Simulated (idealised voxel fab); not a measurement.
The process module presented herein is designated voxel released beams.
The figure presents cross-section cut, which has a width of 160 nm and is divided into square cells with an edge length of 5 nm.
A cross-section in this document is a grid of square cells, and it is written down as bands, the top band listed before the ones below it; a band is made up of one or more rows of cells. Look at the band entry: it leads with the top's height and the bottom's height in nm. Then it lists the materials left to right, with a width in nm for each. The word "throughout" on a single material says that material fills the band edge to edge. The word "empty" is empty space. We count height from 0. Below that, the starting wafer is all one material. The lowest band never ends at the bottom but goes on down; see "z 0 and below" for how that is written. Read "30->40" as a graded width: first number on top, second number at the bottom, same change between each pair of neighbouring rows. Step marked "nothing different"? Then no cell in the cross-section changed in it. Any empty space of 8 cells or more lacking an open way to the top shows up in "Enclosed void catalog" as width x height at distance, distance from the left edge, in nm. Anything after a step's settings on that line? It's the simulator's own note about the step. Steps that use a mask can have "overlay nm" on their line. It says how far the mask sat to the right of where it was meant to be. Negative means to the left.
Here's what the planned process steps look like
1: RECEIVE, material Si
2: CONFORMAL_DEP, material SiN, thk nm 5
3: DIRECTIONAL_DEP, material SiO2, thk nm 15
4: DIRECTIONAL_DEP, material aC, thk nm 15
5: PATTERN, tone open, mask id ANCHOR, material resist, width nm 35, thk nm 35, overlay nm 0
6: DIRECTIONAL_ETCH, etch materials aC, depth nm 15
7: STRIP, etch materials resist
8: DIRECTIONAL_ETCH, etch materials SiO2, depth nm 15
9: STRIP, etch materials aC
10: CONFORMAL_DEP, material W, thk nm 15
11: PATTERN, tone cover, mask id BEAM, material resist, width nm 110, thk nm 15, overlay nm 0
12: DIRECTIONAL_ETCH, etch materials W, depth nm 15
13: STRIP, etch materials resist
14: STRIP, etch materials SiO2
First wafer, two in total, run as planned
Wafer at receipt (post step 1), cross-section
z 0 and below: Si throughout
Enclosed void catalog: none
How the wafer stands in section after step 2
z 5 to 0: SiN throughout
Whatever lies below 0 is exactly as it was before.
How the wafer stands in section after step 3
z 20 to 5: SiO2 throughout
Whatever lies below 5 is exactly as it was before.
How the wafer stands in section after step 4
z 35 to 20: aC throughout
Whatever lies below 20 is exactly as it was before.
How the wafer stands in section after step 5
z 70 to 35: resist: 25, then empty: 35, then resist: 100
Whatever lies below 35 is exactly as it was before.
How the wafer stands in section after step 6
z 55 to 35: resist: 25, then empty: 35, then resist: 100
z 35 to 20: aC: 25, then empty: 35, then aC: 100
Whatever lies below 20 is exactly as it was before.
How the wafer stands in section after step 7
z 35 to 20: aC: 25, then empty: 35, then aC: 100
Whatever lies below 20 is exactly as it was before.
How the wafer stands in section after step 8
z 35 to 20: aC: 25, then empty: 35, then aC: 100
z 20 to 5: SiO2: 25, then empty: 35, then SiO2: 100
Whatever lies below 5 is exactly as it was before.
How the wafer stands in section after step 9
z 20 to 5: SiO2: 25, then empty: 35, then SiO2: 100
Whatever lies below 5 is exactly as it was before.
How the wafer stands in section after step 10
z 35 to 20: W: 40, then empty: 5, then W: 115
z 20 to 5: SiO2: 25, then W: 35, then SiO2: 100
Whatever lies below 5 is exactly as it was before.
How the wafer stands in section after step 11
z 50 to 35: empty: 20, then resist: 110, then empty: 30
z 35 to 20: W: 40, then resist: 5, then W: 115
Whatever lies below 20 is exactly as it was before.
How the wafer stands in section after step 12
z 50 to 35: empty: 20, then resist: 110, then empty: 30
z 35 to 20: empty: 20, then W: 20, then resist: 5, then W: 85, then empty: 30
Whatever lies below 20 is exactly as it was before.
How the wafer stands in section after step 13
z 35 to 20: empty: 20, then W: 20, then empty: 5, then W: 85, then empty: 30
Whatever lies below 20 is exactly as it was before.
How the wafer stands in section after step 14
z 35 to 20: empty: 20, then W: 20, then empty: 5, then W: 85, then empty: 30
z 20 to 5: empty: 25, then W: 35, then empty: 100
Whatever lies below 5 is exactly as it was before.
Second wafer, same starting state and plan as the first, one mistake in the run, identical through step 9
Second wafer shown in cross-section at the time step 10 was slated to end
z 50 to 20: W throughout
z 20 to 5: SiO2: 25, then W: 35, then SiO2: 100
Whatever lies below 5 is exactly as it was before.
Second wafer shown in cross-section at the time step 11 was slated to end
z 65 to 50: empty: 20, then resist: 110, then empty: 30
Whatever lies below 50 is exactly as it was before.
Second wafer shown in cross-section at the time step 12 was slated to end
z 65 to 50: empty: 20, then resist: 110, then empty: 30
z 50 to 35: empty: 20, then W: 110, then empty: 30
Whatever lies below 35 is exactly as it was before.
Second wafer shown in cross-section at the time step 13 was slated to end
z 50 to 35: empty: 20, then W: 110, then empty: 30
Whatever lies below 35 is exactly as it was before.
Second wafer shown in cross-section at the time step 14 was slated to end: nothing different
Diagnosis: the plan had its step 10 run twice
Cell-count delta at end, second wafer over first, by material: 75 more of SiO2, 99 more of W
